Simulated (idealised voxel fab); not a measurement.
process module | voxel transistor to metal
We display cut, a cross-section 215 nm in width whose square cells are each 5 nm.
Square cells in a grid make up a cross-section in this document, and the grid is given as bands, listed from the top down, each one or more rows of cells. What a band's entry tells you: where the top is and where the bottom is, as heights in nm, and after that what lies inside, material by material from left to right, each with its width in nm. Empty space is written as the word "air", and a single material marked with the word "full width" occupies the band from edge to edge. Convention: height 0 is the level below which the wafer, as received, is all one material. The lowest band does not terminate at the bottom but continues downward, represented as "from 0 down". So if you see something like "30 to 40" for the width, read it as the top row of the band sitting at the first number and the bottom row at the second, with every row in between moving by the same amount as the last. What does "remained unchanged" mean for a step? It means no cell of the cross-section changed in that step. Voids not open to the top, 8 cells minimum: see "Listed closed voids". Written width x height at distance; distance is from the left edge; nm. Read whatever lies past the settings on a step's line as the simulator's own remark about the step. When a step includes a mask, the "overlay nm" setting on its line states how far to the right of its planned place that mask lay, and negative values state how far to the left.
STEPS PLANNED FOR THE PROCESS
1 RECEIVE,material Si
2 OXIDIZE,depth nm 5
3 CONFORMAL_DEP,material SiN,thk nm 15
4 DIRECTIONAL_DEP,material aC,thk nm 15
5 PATTERN,tone cover,mask id ACTIVE,material resist,width nm 105,thk nm 35,overlay nm 0
6 DIRECTIONAL_ETCH,etch materials aC,depth nm 15
7 STRIP,etch materials resist
8 DIRECTIONAL_ETCH,etch materials SiN,depth nm 15
9 DIRECTIONAL_ETCH,etch materials SiO2,depth nm 5
10 DIRECTIONAL_ETCH,etch materials Si,depth nm 30
11 STRIP,etch materials aC
12 FILL_DEP,material SiO2,thk nm 10
13 CMP,height nm 15
14 SELECTIVE_ETCH,etch materials SiO2,depth nm 10
15 STRIP,etch materials SiN
16 SELECTIVE_ETCH,etch materials SiO2,depth nm 5
17 OXIDIZE,depth nm 5
18 DIRECTIONAL_DEP,material polySi,thk nm 30
19 DIRECTIONAL_DEP,material SiCN,thk nm 15
20 DIRECTIONAL_DEP,material aC,thk nm 10
21 PATTERN,tone cover,mask id GATE,material resist,width nm 25,thk nm 25,overlay nm 0
22 DIRECTIONAL_ETCH,etch materials aC,depth nm 10
23 STRIP,etch materials resist
24 DIRECTIONAL_ETCH,etch materials SiCN,depth nm 25
25 DIRECTIONAL_ETCH,etch materials polySi,depth nm 40
26 STRIP,etch materials aC
27 CONFORMAL_DEP,material SiN,thk nm 10
28 DIRECTIONAL_ETCH,etch materials SiN,depth nm 10
29 DIRECTIONAL_ETCH,etch materials SiO2,depth nm 5
30 DIRECTIONAL_ETCH,etch materials Si,depth nm 10
31 EPI,material nSi,thk nm 10
32 FILL_DEP,material SiO2,thk nm 10
33 CMP,height nm 40
34 DIRECTIONAL_DEP,material SiO2,thk nm 15
35 PATTERN,tone open,mask id CONTACT,material resist,width nm 20,pitch nm 75,thk nm 15,overlay nm 0
36 DIRECTIONAL_ETCH,etch materials SiO2,depth nm 65
37 STRIP,etch materials resist
38 CONFORMAL_DEP,material TiN,thk nm 5
39 FILL_DEP,material Ru,thk nm 5
40 CMP,height nm 55
41 DIRECTIONAL_DEP,material TiN,thk nm 5
42 DIRECTIONAL_DEP,material W,thk nm 25
43 DIRECTIONAL_DEP,material aC,thk nm 15
44 PATTERN,tone cover,mask id METAL_1,material resist,width nm 20,pitch nm 75,thk nm 30,overlay nm 0
45 DIRECTIONAL_ETCH,etch materials aC,depth nm 15
46 STRIP,etch materials resist
47 DIRECTIONAL_ETCH,etch materials W,depth nm 25
48 DIRECTIONAL_ETCH,etch materials TiN,depth nm 5
49 STRIP,etch materials aC
50 CONFORMAL_DEP,material SiCN,thk nm 5
51 FILL_DEP,material SiO2,thk nm 5
52 CMP,height nm 85
53 CONFORMAL_DEP,material SiN,thk nm 5
CROSS-SECTION OF THE WAFER UPON ARRIVAL, REPRESENTING THE STATE REACHED AFTER STEP 1
    from 0 down = Si full width
    Listed closed voids: none
END-OF-MODULE CROSS-SECTION OF THE FIRST OF TWO WAFERS, PROCESSED AS PLANNED
    from 90 to 85 = SiN full width
    from 85 to 60 = 55 of SiO2; 5 of SiCN; 20 of W; 5 of SiCN; 45 of SiO2; 5 of SiCN; 20 of W; 5 of SiCN; 55 of SiO2
    from 60 to 55 = 60 of SiCN; 20 of TiN; 55 of SiCN; 20 of TiN; 60 of SiCN
    from 55 to 40 = 60 of SiO2; 5 of TiN; 10 of Ru; 5 of TiN; 55 of SiO2; 5 of TiN; 10 of Ru; 5 of TiN; 60 of SiO2
    from 40 to 25 = 60 of SiO2; 5 of TiN; 10 of Ru; 5 of TiN; 5 of SiO2; 10 of SiN; 25 of SiCN; 10 of SiN; 5 of SiO2; 5 of TiN; 10 of Ru; 5 of TiN; 60 of SiO2
    from 25 to 5 = 60 of SiO2; 5 of TiN; 10 of Ru; 5 of TiN; 5 of SiO2; 10 of SiN; 25 of polySi; 10 of SiN; 5 of SiO2; 5 of TiN; 10 of Ru; 5 of TiN; 60 of SiO2
    from 5 to 0 = 60 of SiO2; 20 of TiN; 5 of SiO2; 10 of SiN; 25 of polySi; 10 of SiN; 5 of SiO2; 20 of TiN; 60 of SiO2
    from 0 to -5 = 50 of SiO2; 10 of SiN; 10 of nSi; 5 of TiN; 10 of nSi; 10 of SiN; 25 of polySi; 10 of SiN; 10 of nSi; 5 of TiN; 10 of nSi; 10 of SiN; 50 of SiO2
    from -5 to -10 = 60 of SiO2; 10 of nSi; 5 of TiN; 10 of nSi; 45 of SiO2; 10 of nSi; 5 of TiN; 10 of nSi; 60 of SiO2
    from -10 to -20 = 55 of SiO2; 5 of Si; 25 of nSi; 45 of Si; 25 of nSi; 5 of Si; 55 of SiO2
    from -20 to -35 = 55 of SiO2; 105 of Si; 55 of SiO2
    from -35 down = Si full width
    Listed closed voids: none
CROSS-SECTION OF THE LATTER OF THE TWO WAFERS AT MODULE COMPLETION. IT HAD AN IDENTICAL START AND AN IDENTICAL PLAN TO THE FORMER; IN RUNNING IT, ONE MISTAKE WAS MADE
    from 90 to 85 = SiN full width
    from 85 to 60 = 55 of SiO2; 5 of SiCN; 20 of W; 5 of SiCN; 45 of SiO2; 5 of SiCN; 20 of W; 5 of SiCN; 55 of SiO2
    from 60 to 55 = 60 of SiCN; 20 of TiN; 55 of SiCN; 20 of TiN; 60 of SiCN
    from 55 to 45 = 60 of SiO2; 5 of TiN; 10 of Ru; 5 of TiN; 55 of SiO2; 5 of TiN; 10 of Ru; 5 of TiN; 60 of SiO2
    from 45 to 40 = 60 of SiO2; 20 of TiN; 55 of SiO2; 20 of TiN; 60 of SiO2
    from 40 to 30 = 95 of SiCN; 10 of SiN; 5 of SiO2; 10 of SiN; 95 of SiCN
    from 30 to 25 = 50 of polySi; 45 of SiCN; 10 of SiN; 5 of SiO2; 10 of SiN; 45 of SiCN; 50 of polySi
    from 25 to 0 = 95 of polySi; 10 of SiN; 5 of SiO2; 10 of SiN; 95 of polySi
    from 0 to -5 = 50 of SiO2; 45 of polySi; 10 of SiN; 5 of nSi; 10 of SiN; 45 of polySi; 50 of SiO2
    from -5 to -10 = 105 of SiO2; 5 of nSi; 105 of SiO2
    from -10 to -20 = 55 of SiO2; 50 of Si; 5 of nSi; 50 of Si; 55 of SiO2
    from -20 to -35 = 55 of SiO2; 105 of Si; 55 of SiO2
    from -35 down = Si full width
    Listed closed voids: none
what went wrong: step 21, actual vs plan mismatch, actual run PATTERN,tone open,mask id GATE,material resist,width nm 25,thk nm 25,overlay nm 0
It is noted that, at the conclusion of processing, the second wafer exhibits a higher or lower cell count for certain materials relative to the first: 32 fewer of Ru, 18 more of Si, 79 more of SiCN, 4 fewer of SiN, 191 fewer of SiO2, 36 fewer of TiN, 32 fewer of nSi, 198 more of polySi
